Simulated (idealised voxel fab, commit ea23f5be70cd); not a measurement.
process module | voxel tone inversion
cross-section cut | 240 nm wide | cells 5 nm
A cross-section is a grid of square cells, given in bands from the top down. A band is one or more rows of cells.
Each band's line starts with the height of the band's top and of its bottom, in nm. Then come its materials from left to right, each with its width in nm. One material with "throughout" fills the band from edge to edge. "air" is empty space.
Height 0 is the level under which the wafer as received is all one material. The lowest band goes on downwards, as in "0 down".
A width such as "30 to 40" changes by the same amount from each row of cells to the next, from the band's top row to its bottom row.
"no change" after a step means that no cell of the cross-section changed.
closed voids: empty space of 8 cells or more with no open way to the top, each as width x height at its distance from the left edge, in nm
after a step's settings: what the simulator itself notes on the step
overlay nm, on a step with a mask: how far to the right of its planned place the mask lay; to the left if negative
plan
1 op RECEIVE | material Si
2 op CONFORMAL_DEP | material SiCN | thk nm 10
3 op DIRECTIONAL_DEP | material aC | thk nm 20
4 op PATTERN | tone cover | mask id POSTS | material resist | width nm 20 | pitch nm 45 | thk nm 25 | overlay nm 0
5 op DIRECTIONAL_ETCH | etch materials aC | depth nm 20
6 op STRIP | etch materials resist
7 op FILL_DEP | material SiO2 | thk nm 10
8 op CMP | height nm 30
9 op STRIP | etch materials aC
10 op CONFORMAL_DEP | material TiN | thk nm 5
11 op FILL_DEP | material Cu | thk nm 10
12 op CMP | height nm 30
13 op CONFORMAL_DEP | material SiCN | thk nm 5
as received, after step 1
  0 down: Si throughout
  closed voids: none
first wafer at the end, as planned
  35 to 30: SiCN throughout
  30 to 15: SiO2 85 | TiN 5 | Cu 10 | TiN 5 | SiO2 25 | TiN 5 | Cu 10 | TiN 5 | SiO2 90
  15 to 10: SiO2 85 | TiN 20 | SiO2 25 | TiN 20 | SiO2 90
  10 to 0: SiCN throughout
  0 down: Si throughout
  closed voids: none
second wafer at the end: like start, like plan, one mistake
  35 to 30: SiCN throughout
  30 to 15: SiO2 85 | TiN 5 | Cu 15 | TiN 5 | SiO2 20 | TiN 5 | Cu 15 | TiN 5 | SiO2 85
  15 to 10: SiO2 85 | TiN 25 | SiO2 20 | TiN 25 | SiO2 85
  10 to 0: SiCN throughout
  0 down: Si throughout
  closed voids: none
what went wrong: step 4 ran as: op PATTERN | tone cover | mask id POSTS | material resist | width nm 25 | pitch nm 45 | thk nm 25 | overlay nm 0
at the end the second wafer has, in cells: 6 more of Cu | 8 fewer of SiO2 | 2 more of TiN
